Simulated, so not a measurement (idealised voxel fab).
This section sets out a process module, namely voxel wiring stack.
The cross-section on display is named cut; it measures 290 nm wide, and its cells are 5 nm squares.
Heads up, the way a cross-section reads in here is a grid of square cells, handed over as bands from the top down, with every band being one or more rows of cells. Heights first: top, then bottom, in nm. Then materials, left to right, each with a width in nm. "everywhere" on a single material: fills the band edge to edge. "air": empty space. Note: height 0 marks the level under which the wafer is uniformly one material as received. Lowest band unbounded below, written "0 and below". A two-number width, for instance "30 to 40", indicates that the width is equal to the first number in the top row of the band and to the second number in the bottom row, and that it changes by a constant amount per row of cells. What does "all unchanged" mean for a step? It means no cell of the cross-section changed in that step. If an empty space has no open way to the top and is at least 8 cells in size, "Unvented internal voids" lists it, written width x height at distance, where distance is measured from the left edge and every value is in nm. Step line, after settings: the simulator's comment on this step. overlay nm: mask offset rightward from planned place, masked step; negative means leftward offset.
[Listed below are the process steps as planned]
1: RECEIVE, material Si
2: CONFORMAL_DEP, material SiO2, thk nm 15
3: DIRECTIONAL_DEP, material TiN, thk nm 5
4: DIRECTIONAL_DEP, material W, thk nm 15
5: DIRECTIONAL_DEP, material aC, thk nm 10
6: PATTERN, tone cover, mask id METAL_1, material resist, width nm 25, pitch nm 50, thk nm 25, overlay nm 0
7: DIRECTIONAL_ETCH, etch materials aC, depth nm 10
8: STRIP, etch materials resist
9: DIRECTIONAL_ETCH, etch materials W, depth nm 15
10: DIRECTIONAL_ETCH, etch materials TiN, depth nm 5
11: STRIP, etch materials aC
12: FILL_DEP, material SiO2, thk nm 5
13: CMP, height nm 35
14: CONFORMAL_DEP, material SiCN, thk nm 5
15: DIRECTIONAL_DEP, material SiO2, thk nm 20
16: MASKED_ETCH, tone open, mask id PLUG_1, width nm 15, etch materials SiO2, depth nm 20, overlay nm 0
17: MASKED_ETCH, tone open, mask id PLUG_1, width nm 15, etch materials SiCN, depth nm 5, overlay nm 0
18: EPI, material Ru, thk nm 10
19: EPI, material Ru, thk nm 10
20: EPI, material Ru, thk nm 5
21: CONFORMAL_DEP, material SiCN, thk nm 5
22: DIRECTIONAL_DEP, material lowk, thk nm 25
23: PATTERN, tone open, mask id METAL_2, material resist, width nm 25, pitch nm 50, thk nm 20, overlay nm 0
24: DIRECTIONAL_ETCH, etch materials lowk, depth nm 25
25: DIRECTIONAL_ETCH, etch materials SiCN, depth nm 5
26: STRIP, etch materials resist
27: CONFORMAL_DEP, material TiN, thk nm 5
28: FILL_DEP, material Ru, thk nm 5
29: CMP, height nm 90
30: EPI, material Ru, thk nm 5
31: FILL_DEP, material SiCN, thk nm 5
32: DIRECTIONAL_DEP, material SiO2, thk nm 20
33: DIRECTIONAL_DEP, material aC, thk nm 10
34: PATTERN, tone open, mask id PLUG_2, material resist, width nm 15, pitch nm 50, thk nm 25, overlay nm 0
35: DIRECTIONAL_ETCH, etch materials aC, depth nm 10
36: STRIP, etch materials resist
37: DIRECTIONAL_ETCH, etch materials SiO2, depth nm 20
38: DIRECTIONAL_ETCH, etch materials SiCN, depth nm 5
39: STRIP, etch materials aC
40: EPI, material Ru, thk nm 10
41: EPI, material Ru, thk nm 10
42: EPI, material Ru, thk nm 5
43: CONFORMAL_DEP, material SiCN, thk nm 5
44: DIRECTIONAL_DEP, material SiO2, thk nm 25
45: DIRECTIONAL_DEP, material aC, thk nm 15
46: PATTERN, tone open, mask id METAL_3, material resist, width nm 25, pitch nm 50, thk nm 35, overlay nm 0
47: DIRECTIONAL_ETCH, etch materials aC, depth nm 15
48: STRIP, etch materials resist
49: DIRECTIONAL_ETCH, etch materials SiO2, depth nm 25
50: DIRECTIONAL_ETCH, etch materials SiCN, depth nm 5
51: STRIP, etch materials aC
52: CONFORMAL_DEP, material TiN, thk nm 5
53: FILL_DEP, material Cu, thk nm 5
54: CMP, height nm 150
55: CONFORMAL_DEP, material SiN, thk nm 5
[Cross-section of the incoming wafer, state after step 1]
    0 and below  Si everywhere
    Unvented internal voids: none
[The first of two wafers, cross-sectioned at the end of the module, with the run proceeding as planned]
    155 down to 150  SiN everywhere
    150 down to 125  SiO2 105  TiN 5  Cu 15  TiN 5  SiO2 25  TiN 5  Cu 15  TiN 5  SiO2 110
    125 down to 120  SiCN 105  TiN 25  SiCN 25  TiN 25  SiCN 110
    120 down to 100  SiO2 105  Ru 15  SiO2 35  Ru 15  SiO2 120
    100 down to 90  SiCN 105 to 100  Ru 15 to 35  SiCN 35 to 15  Ru 15 to 35  SiCN 120 to 105
    90 down to 65  lowk 105  TiN 5  Ru 15  TiN 5  lowk 25  TiN 5  Ru 15  TiN 5  lowk 110
    65 down to 60  SiCN 105  TiN 25  SiCN 25  TiN 25  SiCN 110
    60 down to 40  SiO2 105  Ru 15  SiO2 170
    40 down to 35  SiCN 105  Ru 15  SiCN 170
    35 down to 20  SiO2 105  W 25  SiO2 25  W 25  SiO2 110
    20 down to 15  SiO2 105  TiN 25  SiO2 25  TiN 25  SiO2 110
    15 down to 0  SiO2 everywhere
    0 and below  Si everywhere
    Unvented internal voids: none
[This cross-section belongs to the second wafer of two at the end of the module; the start and the plan were shared with the first, and the run included one mistake]
    155 down to 150  SiN everywhere
    150 down to 125  SiO2 105  TiN 5  Cu 15  TiN 5  SiO2 25  TiN 5  Cu 15  TiN 5  SiO2 110
    125 down to 120  SiCN 105  TiN 25  SiCN 25  TiN 25  SiCN 110
    120 down to 110  SiO2 105  SiCN 5  TiN 5  SiCN 5  SiO2 35  SiCN 5  TiN 5  SiCN 5  SiO2 120
    110 down to 100  SiO2 105  Ru 15  SiO2 35  Ru 15  SiO2 120
    100 down to 90  SiCN 105 to 100  Ru 15 to 35  SiCN 35 to 15  Ru 15 to 35  SiCN 120 to 105
    90 down to 65  lowk 105  TiN 5  Ru 15  TiN 5  lowk 25  TiN 5  Ru 15  TiN 5  lowk 110
    65 down to 60  SiCN 105  TiN 25  SiCN 25  TiN 25  SiCN 110
    60 down to 40  SiO2 105  Ru 15  SiO2 170
    40 down to 35  SiCN 105  Ru 15  SiCN 170
    35 down to 20  SiO2 105  W 25  SiO2 25  W 25  SiO2 110
    20 down to 15  SiO2 105  TiN 25  SiO2 25  TiN 25  SiO2 110
    15 down to 0  SiO2 everywhere
    0 and below  Si everywhere
    Unvented internal voids: none
Deviation from plan: one of the steps 40 and 41, which are indistinguishable from one another, was omitted, and the omitted step cannot be identified
Upon completion, the second wafer contains, in terms of cells, a greater or smaller amount of certain materials than the first wafer: Ru: 12 fewer | SiCN: 8 more | TiN: 4 more
